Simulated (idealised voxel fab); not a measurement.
process module | voxel gate over fins
cross-section cut | 215 nm wide | cells 5 nm
A cross-section is a grid of square cells, given in bands from the top down. A band is one or more rows of cells.
Each band's line starts with the height of the band's top and of its bottom, in nm. Then come its materials from left to right, each with its width in nm. One material with "throughout" fills the band from edge to edge. "air" is empty space.
Height 0 is the level under which the wafer as received is all one material. The lowest band goes on downwards, as in "0 down".
A width such as "30 to 40" changes by the same amount from each row of cells to the next, from the band's top row to its bottom row.
"no change" after a step means that no cell of the cross-section changed.
closed voids: empty space of 8 cells or more with no open way to the top, each as width x height at its distance from the left edge, in nm
after a step's settings: what the simulator itself notes on the step
overlay nm, on a step with a mask: how far to the right of its planned place the mask lay; to the left if negative
plan
1 op RECEIVE | material Si
2 op CONFORMAL_DEP | material SiN | thk nm 10
3 op PATTERN | tone cover | mask id FINS | material resist | width nm 15 | pitch nm 40 | thk nm 15 | overlay nm 0
4 op DIRECTIONAL_ETCH | etch materials SiN | depth nm 10
5 op DIRECTIONAL_ETCH | etch materials Si | depth nm 40
6 op STRIP | etch materials resist
7 op FILL_DEP | material SiO2 | thk nm 15
8 op CMP | height nm 10
9 op SELECTIVE_ETCH | etch materials SiO2 | depth nm 20
10 op STRIP | etch materials SiN
11 op CONFORMAL_DEP | material HfO2 | thk nm 5
12 op CONFORMAL_DEP | material TiN | thk nm 5
13 op CONFORMAL_DEP | material TiAl | thk nm 5
14 op CONFORMAL_DEP | material TiN | thk nm 5
15 op FILL_DEP | material W | thk nm 15
16 op CMP | height nm 30
17 op CONFORMAL_DEP | material SiN | thk nm 10
as received, after step 1
  0 down: Si throughout
  closed voids: none
first wafer at the end, as planned
  40 to 30: SiN throughout
  30 to 20: W throughout
  20 to 15: W 20 | TiN 175 | W 20
  15 to 10: W 20 | TiN 5 | TiAl 165 | TiN 5 | W 20
  10 to 5: TiN 25 | TiAl 5 | TiN 35 | TiAl 5 | TiN 35 | TiAl 5 | TiN 35 | TiAl 5 | TiN 35 | TiAl 5 | TiN 25
  5 to 0: TiAl 30 | TiN 5 | HfO2 25 | TiN 5 | TiAl 5 | TiN 5 | HfO2 25 | TiN 5 | TiAl 5 | TiN 5 | HfO2 25 | TiN 5 | TiAl 5 | TiN 5 | HfO2 25 | TiN 5 | TiAl 30
  0 to -5: TiN 35 | HfO2 5 | Si 15 | HfO2 5 | TiN 15 | HfO2 5 | Si 15 | HfO2 5 | TiN 15 | HfO2 5 | Si 15 | HfO2 5 | TiN 15 | HfO2 5 | Si 15 | HfO2 5 | TiN 35
  -5 to -10: HfO2 40 | Si 15 | HfO2 25 | Si 15 | HfO2 25 | Si 15 | HfO2 25 | Si 15 | HfO2 40
  -10 to -40: SiO2 40 | Si 15 | SiO2 25 | Si 15 | SiO2 25 | Si 15 | SiO2 25 | Si 15 | SiO2 40
  -40 down: Si throughout
  closed voids: none
second wafer at the end: like start, like plan, one mistake
  40 to 30: SiN throughout
  30 to 25: W throughout
  25 to 20: TiN throughout
  20 to 15: TiAl throughout
  15 to 10: TiN throughout
  10 to 5: HfO2 45 | TiN 5 | HfO2 35 | TiN 5 | HfO2 35 | TiN 5 | HfO2 35 | TiN 5 | HfO2 45
  5 to 0: SiO2 40 | HfO2 15 | SiO2 25 | HfO2 15 | SiO2 25 | HfO2 15 | SiO2 25 | HfO2 15 | SiO2 40
  0 to -40: SiO2 40 | Si 15 | SiO2 25 | Si 15 | SiO2 25 | Si 15 | SiO2 25 | Si 15 | SiO2 40
  -40 down: Si throughout
  closed voids: none
what went wrong: step 8 was left out
at the end the second wafer has, in cells: 8 fewer of HfO2 | 93 more of SiO2 | 10 fewer of TiAl | 16 fewer of TiN | 59 fewer of W
